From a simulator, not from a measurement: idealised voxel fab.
The process module presented herein is designated voxel self aligned vias.
Cross-sectional view cut (width: 155 nm; square cell size: 5 nm).
In this document a cross-section is written as a grid of square cells. It is given as a series of bands, listed from the top down, and a band is one or more rows of cells.
Per band: top height and bottom height in nm, followed by the left-to-right materials and their widths in nm; "throughout" marks a single material spanning edge to edge, "empty" marks empty space.
Ref level 0: as-received wafer is one material below here. Bottom band extends down with no lower bound ("0 down").
Note: "30..40" means the width goes from the first number (top row of the band) to the second number (bottom row) in equal steps per row of cells.
"no change" means the step left every cell of the cross-section as it was.
Listed in "Sealed void listing": every empty space of 8 or more cells without an open way to the top. Form: width x height at distance, the distance being from the left edge, all in nm.
Post-settings text on a step line: simulator's own remark regarding the step.
On any step carrying a mask, the "overlay nm" setting, if present on the step's line, tells how far right of its planned place the mask lay; negative values point to the left.
[Below is the list of planned process steps]
| 1 | RECEIVE [material Si] |
| 2 | CONFORMAL_DEP [material SiO2] [thk nm 10] |
| 3 | CONFORMAL_DEP [material SiCN] [thk nm 5] |
| 4 | DIRECTIONAL_DEP [material SiO2] [thk nm 20] |
| 5 | DIRECTIONAL_DEP [material aC] [thk nm 15] |
| 6 | PATTERN [tone open] [mask id LINES] [material resist] [width nm 25] [pitch nm 60] [thk nm 35] [overlay nm 0] |
| 7 | DIRECTIONAL_ETCH [etch materials aC] [depth nm 15] |
| 8 | STRIP [etch materials resist] |
| 9 | DIRECTIONAL_ETCH [etch materials SiO2] [depth nm 20] |
| 10 | STRIP [etch materials aC] |
| 11 | CONFORMAL_DEP [material TiN] [thk nm 5] |
| 12 | FILL_DEP [material W] [thk nm 10] |
| 13 | CMP [height nm 35] |
| 14 | SELECTIVE_ETCH [etch materials W Ru TiN] [depth nm 10] |
| 15 | FILL_DEP [material SiN] [thk nm 10] |
| 16 | CMP [height nm 35] |
| 17 | DIRECTIONAL_DEP [material SiO2] [thk nm 15] |
| 18 | PATTERN [tone open] [mask id VIAS] [material resist] [width nm 35] [pitch nm 60] [thk nm 15] [overlay nm 0] |
| 19 | DIRECTIONAL_ETCH [etch materials SiO2] [depth nm 15] |
| 20 | DIRECTIONAL_ETCH [etch materials SiN] [depth nm 10] |
| 21 | STRIP [etch materials resist] |
| 22 | CONFORMAL_DEP [material TiN] [thk nm 5] |
| 23 | FILL_DEP [material W] [thk nm 5] |
| 24 | CMP [height nm 50] |
| 25 | CONFORMAL_DEP [material SiCN] [thk nm 5] |
[As received (post step 1): cross-section]
    0 down = Si throughout
    Sealed void listing: none
[Result of the module, cross-sectioned: start per above, plan per above, one error in how it was run]
    55 to 50 = SiCN throughout
    50 to 30 = SiO2 30 / TiN 5 / W 25 / TiN 5 / SiO2 25 / TiN 5 / W 25 / TiN 5 / SiO2 30
    30 to 25 = SiO2 30 / TiN 35 / SiO2 25 / TiN 35 / SiO2 30
    25 to 20 = SiO2 30 / TiN 10 / W 15 / TiN 10 / SiO2 25 / TiN 10 / W 15 / TiN 10 / SiO2 30
    20 to 15 = SiO2 35 / TiN 25 / SiO2 35 / TiN 25 / SiO2 35
    15 to 10 = SiCN throughout
    10 to 0 = SiO2 throughout
    0 down = Si throughout
    Sealed void listing: none
Here's what went sideways: step 19 was run twice
